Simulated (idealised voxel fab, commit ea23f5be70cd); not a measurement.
process module | voxel gate over fins
cross-section cut | 265 nm wide | cells 5 nm
A cross-section is a grid of square cells, given in bands from the top down. A band is one or more rows of cells.
Each band's line starts with the height of the band's top and of its bottom, in nm. Then come its materials from left to right, each with its width in nm. One material with "throughout" fills the band from edge to edge. "air" is empty space.
Height 0 is the level under which the wafer as received is all one material. The lowest band goes on downwards, as in "0 down".
A width such as "30 to 40" changes by the same amount from each row of cells to the next, from the band's top row to its bottom row.
"no change" after a step means that no cell of the cross-section changed.
closed voids: empty space of 8 cells or more with no open way to the top, each as width x height at its distance from the left edge, in nm
after a step's settings: what the simulator itself notes on the step
overlay nm, on a step with a mask: how far to the right of its planned place the mask lay; to the left if negative
plan
1 op RECEIVE | material Si
2 op CONFORMAL_DEP | material SiN | thk nm 10
3 op DIRECTIONAL_DEP | material aC | thk nm 10
4 op PATTERN | tone cover | mask id FINS | material resist | width nm 15 | pitch nm 50 | thk nm 30 | overlay nm 0
5 op DIRECTIONAL_ETCH | etch materials aC | depth nm 10
6 op STRIP | etch materials resist
7 op DIRECTIONAL_ETCH | etch materials SiN | depth nm 10
8 op DIRECTIONAL_ETCH | etch materials Si | depth nm 30
9 op STRIP | etch materials aC
10 op FILL_DEP | material SiO2 | thk nm 10
11 op CMP | height nm 10
12 op PATTERN | tone open | mask id RAIL | material resist | width nm 15 | thk nm 20 | overlay nm 0
13 op DIRECTIONAL_ETCH | etch materials SiO2 | depth nm 35
14 op STRIP | etch materials resist
15 op CONFORMAL_DEP | material TiN | thk nm 5
16 op FILL_DEP | material W | thk nm 10
17 op CMP | height nm 10
18 op SELECTIVE_ETCH | etch materials W Ru TiN | depth nm 25
19 op FILL_DEP | material SiO2 | thk nm 5
20 op CMP | height nm 10
21 op SELECTIVE_ETCH | etch materials SiO2 | depth nm 20
22 op STRIP | etch materials SiN
23 op CONFORMAL_DEP | material HfO2 | thk nm 5
24 op CONFORMAL_DEP | material TiN | thk nm 5
25 op FILL_DEP | material W | thk nm 15
26 op CMP | height nm 20
27 op CONFORMAL_DEP | material SiCN | thk nm 5
first wafer, as planned
as received, after step 1
  0 down: Si throughout
  closed voids: none
after step 2
  10 to 0: SiN throughout
  below 0: unchanged
after step 3
  20 to 10: aC throughout
  below 10: unchanged
after step 4
  50 to 20: air 100 | resist 15 | air 35 | resist 15 | air 100
  below 20: unchanged
after step 5
  40 to 20: air 100 | resist 15 | air 35 | resist 15 | air 100
  20 to 10: air 100 | aC 15 | air 35 | aC 15 | air 100
  below 10: unchanged
after step 6
  20 to 10: air 100 | aC 15 | air 35 | aC 15 | air 100
  below 10: unchanged
after step 7
  20 to 10: air 100 | aC 15 | air 35 | aC 15 | air 100
  10 to 0: air 100 | SiN 15 | air 35 | SiN 15 | air 100
  below 0: unchanged
after step 8
  20 to 10: air 100 | aC 15 | air 35 | aC 15 | air 100
  10 to 0: air 100 | SiN 15 | air 35 | SiN 15 | air 100
  0 to -30: air 100 | Si 15 | air 35 | Si 15 | air 100
  below -30: unchanged
after step 9
  10 to 0: air 100 | SiN 15 | air 35 | SiN 15 | air 100
  below 0: unchanged
after step 10
  20 to 10: SiO2 throughout
  10 to 0: SiO2 100 | SiN 15 | SiO2 35 | SiN 15 | SiO2 100
  0 to -30: SiO2 100 | Si 15 | SiO2 35 | Si 15 | SiO2 100
  below -30: unchanged
after step 11
  10 to 0: SiO2 100 | SiN 15 | SiO2 35 | SiN 15 | SiO2 100
  below 0: unchanged
after step 12
  30 to 10: resist 125 | air 15 | resist 125
  below 10: unchanged
after step 13
  30 to 10: resist 125 | air 15 | resist 125
  10 to 0: SiO2 100 | SiN 15 | SiO2 10 | air 15 | SiO2 10 | SiN 15 | SiO2 100
  0 to -25: SiO2 100 | Si 15 | SiO2 10 | air 15 | SiO2 10 | Si 15 | SiO2 100
  below -25: unchanged
after step 14
  10 to 0: SiO2 100 | SiN 15 | SiO2 10 | air 15 | SiO2 10 | SiN 15 | SiO2 100
  below 0: unchanged
after step 15
  15 to 10: TiN 130 | air 5 | TiN 130
  10 to 0: SiO2 100 | SiN 15 | SiO2 10 | TiN 5 | air 5 | TiN 5 | SiO2 10 | SiN 15 | SiO2 100
  0 to -20: SiO2 100 | Si 15 | SiO2 10 | TiN 5 | air 5 | TiN 5 | SiO2 10 | Si 15 | SiO2 100
  -20 to -25: SiO2 100 | Si 15 | SiO2 10 | TiN 15 | SiO2 10 | Si 15 | SiO2 100
  below -25: unchanged
after step 16
  25 to 15: W throughout
  15 to 10: TiN 130 | W 5 | TiN 130
  10 to 0: SiO2 100 | SiN 15 | SiO2 10 | TiN 5 | W 5 | TiN 5 | SiO2 10 | SiN 15 | SiO2 100
  0 to -20: SiO2 100 | Si 15 | SiO2 10 | TiN 5 | W 5 | TiN 5 | SiO2 10 | Si 15 | SiO2 100
  below -20: unchanged
after step 17
  10 to 0: SiO2 100 | SiN 15 | SiO2 10 | TiN 5 | W 5 | TiN 5 | SiO2 10 | SiN 15 | SiO2 100
  below 0: unchanged
after step 18
  10 to 0: SiO2 100 | SiN 15 | SiO2 10 | air 15 | SiO2 10 | SiN 15 | SiO2 100
  0 to -15: SiO2 100 | Si 15 | SiO2 10 | air 15 | SiO2 10 | Si 15 | SiO2 100
  below -15: unchanged
after step 19
  15 to 10: SiO2 throughout
  10 to 0: SiO2 100 | SiN 15 | SiO2 35 | SiN 15 | SiO2 100
  0 to -15: SiO2 100 | Si 15 | SiO2 35 | Si 15 | SiO2 100
  below -15: unchanged
after step 20
  10 to 0: SiO2 100 | SiN 15 | SiO2 35 | SiN 15 | SiO2 100
  below 0: unchanged
after step 21
  10 to 0: air 100 | SiN 15 | air 35 | SiN 15 | air 100
  0 to -10: air 100 | Si 15 | air 35 | Si 15 | air 100
  below -10: unchanged
after step 22
  0 to -10: air 100 | Si 15 | air 35 | Si 15 | air 100
  below -10: unchanged
after step 23
  5 to 0: air 95 | HfO2 25 | air 25 | HfO2 25 | air 95
  0 to -5: air 95 | HfO2 5 | Si 15 | HfO2 5 | air 25 | HfO2 5 | Si 15 | HfO2 5 | air 95
  -5 to -10: HfO2 100 | Si 15 | HfO2 35 | Si 15 | HfO2 100
  below -10: unchanged
after step 24
  10 to 5: air 90 | TiN 35 | air 15 | TiN 35 | air 90
  5 to 0: air 90 | TiN 5 | HfO2 25 | TiN 5 | air 15 | TiN 5 | HfO2 25 | TiN 5 | air 90
  0 to -5: TiN 95 | HfO2 5 | Si 15 | HfO2 5 | TiN 25 | HfO2 5 | Si 15 | HfO2 5 | TiN 95
  below -5: unchanged
after step 25
  25 to 10: W throughout
  10 to 5: W 90 | TiN 35 | W 15 | TiN 35 | W 90
  5 to 0: W 90 | TiN 5 | HfO2 25 | TiN 5 | W 15 | TiN 5 | HfO2 25 | TiN 5 | W 90
  below 0: unchanged
after step 26
  20 to 10: W throughout
  below 10: unchanged
after step 27
  25 to 20: SiCN throughout
  below 20: unchanged
second wafer: like start, like plan, one mistake. Through step 7 it matches the first wafer
when step 8 should have ended
  20 to 10: air 100 | aC 15 | air 35 | aC 15 | air 100
  10 to 0: air 100 | SiN 15 | air 35 | SiN 15 | air 100
  0 to -60: air 100 | Si 15 | air 35 | Si 15 | air 100
  below -60: unchanged
when step 9 should have ended
  10 to 0: air 100 | SiN 15 | air 35 | SiN 15 | air 100
  below 0: unchanged
when step 10 should have ended
  20 to 10: SiO2 throughout
  10 to 0: SiO2 100 | SiN 15 | SiO2 35 | SiN 15 | SiO2 100
  0 to -60: SiO2 100 | Si 15 | SiO2 35 | Si 15 | SiO2 100
  below -60: unchanged
when step 11 should have ended
  10 to 0: SiO2 100 | SiN 15 | SiO2 35 | SiN 15 | SiO2 100
  below 0: unchanged
when step 12 should have ended
  30 to 10: resist 125 | air 15 | resist 125
  below 10: unchanged
when step 13 should have ended
  30 to 10: resist 125 | air 15 | resist 125
  10 to 0: SiO2 100 | SiN 15 | SiO2 10 | air 15 | SiO2 10 | SiN 15 | SiO2 100
  0 to -25: SiO2 100 | Si 15 | SiO2 10 | air 15 | SiO2 10 | Si 15 | SiO2 100
  below -25: unchanged
when step 14 should have ended
  10 to 0: SiO2 100 | SiN 15 | SiO2 10 | air 15 | SiO2 10 | SiN 15 | SiO2 100
  below 0: unchanged
when step 15 should have ended
  15 to 10: TiN 130 | air 5 | TiN 130
  10 to 0: SiO2 100 | SiN 15 | SiO2 10 | TiN 5 | air 5 | TiN 5 | SiO2 10 | SiN 15 | SiO2 100
  0 to -20: SiO2 100 | Si 15 | SiO2 10 | TiN 5 | air 5 | TiN 5 | SiO2 10 | Si 15 | SiO2 100
  -20 to -25: SiO2 100 | Si 15 | SiO2 10 | TiN 15 | SiO2 10 | Si 15 | SiO2 100
  below -25: unchanged
when step 16 should have ended
  25 to 15: W throughout
  15 to 10: TiN 130 | W 5 | TiN 130
  10 to 0: SiO2 100 | SiN 15 | SiO2 10 | TiN 5 | W 5 | TiN 5 | SiO2 10 | SiN 15 | SiO2 100
  0 to -20: SiO2 100 | Si 15 | SiO2 10 | TiN 5 | W 5 | TiN 5 | SiO2 10 | Si 15 | SiO2 100
  below -20: unchanged
when step 17 should have ended
  10 to 0: SiO2 100 | SiN 15 | SiO2 10 | TiN 5 | W 5 | TiN 5 | SiO2 10 | SiN 15 | SiO2 100
  below 0: unchanged
when step 18 should have ended
  10 to 0: SiO2 100 | SiN 15 | SiO2 10 | air 15 | SiO2 10 | SiN 15 | SiO2 100
  0 to -15: SiO2 100 | Si 15 | SiO2 10 | air 15 | SiO2 10 | Si 15 | SiO2 100
  below -15: unchanged
when step 19 should have ended
  15 to 10: SiO2 throughout
  10 to 0: SiO2 100 | SiN 15 | SiO2 35 | SiN 15 | SiO2 100
  0 to -15: SiO2 100 | Si 15 | SiO2 35 | Si 15 | SiO2 100
  below -15: unchanged
when step 20 should have ended
  10 to 0: SiO2 100 | SiN 15 | SiO2 35 | SiN 15 | SiO2 100
  below 0: unchanged
when step 21 should have ended
  10 to 0: air 100 | SiN 15 | air 35 | SiN 15 | air 100
  0 to -10: air 100 | Si 15 | air 35 | Si 15 | air 100
  below -10: unchanged
when step 22 should have ended
  0 to -10: air 100 | Si 15 | air 35 | Si 15 | air 100
  below -10: unchanged
when step 23 should have ended
  5 to 0: air 95 | HfO2 25 | air 25 | HfO2 25 | air 95
  0 to -5: air 95 | HfO2 5 | Si 15 | HfO2 5 | air 25 | HfO2 5 | Si 15 | HfO2 5 | air 95
  -5 to -10: HfO2 100 | Si 15 | HfO2 35 | Si 15 | HfO2 100
  below -10: unchanged
when step 24 should have ended
  10 to 5: air 90 | TiN 35 | air 15 | TiN 35 | air 90
  5 to 0: air 90 | TiN 5 | HfO2 25 | TiN 5 | air 15 | TiN 5 | HfO2 25 | TiN 5 | air 90
  0 to -5: TiN 95 | HfO2 5 | Si 15 | HfO2 5 | TiN 25 | HfO2 5 | Si 15 | HfO2 5 | TiN 95
  below -5: unchanged
when step 25 should have ended
  25 to 10: W throughout
  10 to 5: W 90 | TiN 35 | W 15 | TiN 35 | W 90
  5 to 0: W 90 | TiN 5 | HfO2 25 | TiN 5 | W 15 | TiN 5 | HfO2 25 | TiN 5 | W 90
  below 0: unchanged
when step 26 should have ended
  20 to 10: W throughout
  below 10: unchanged
when step 27 should have ended
  25 to 20: SiCN throughout
  below 20: unchanged
what went wrong: step 8 was run twice
at the end the second wafer has, in cells: 282 fewer of Si | 282 more of SiO2
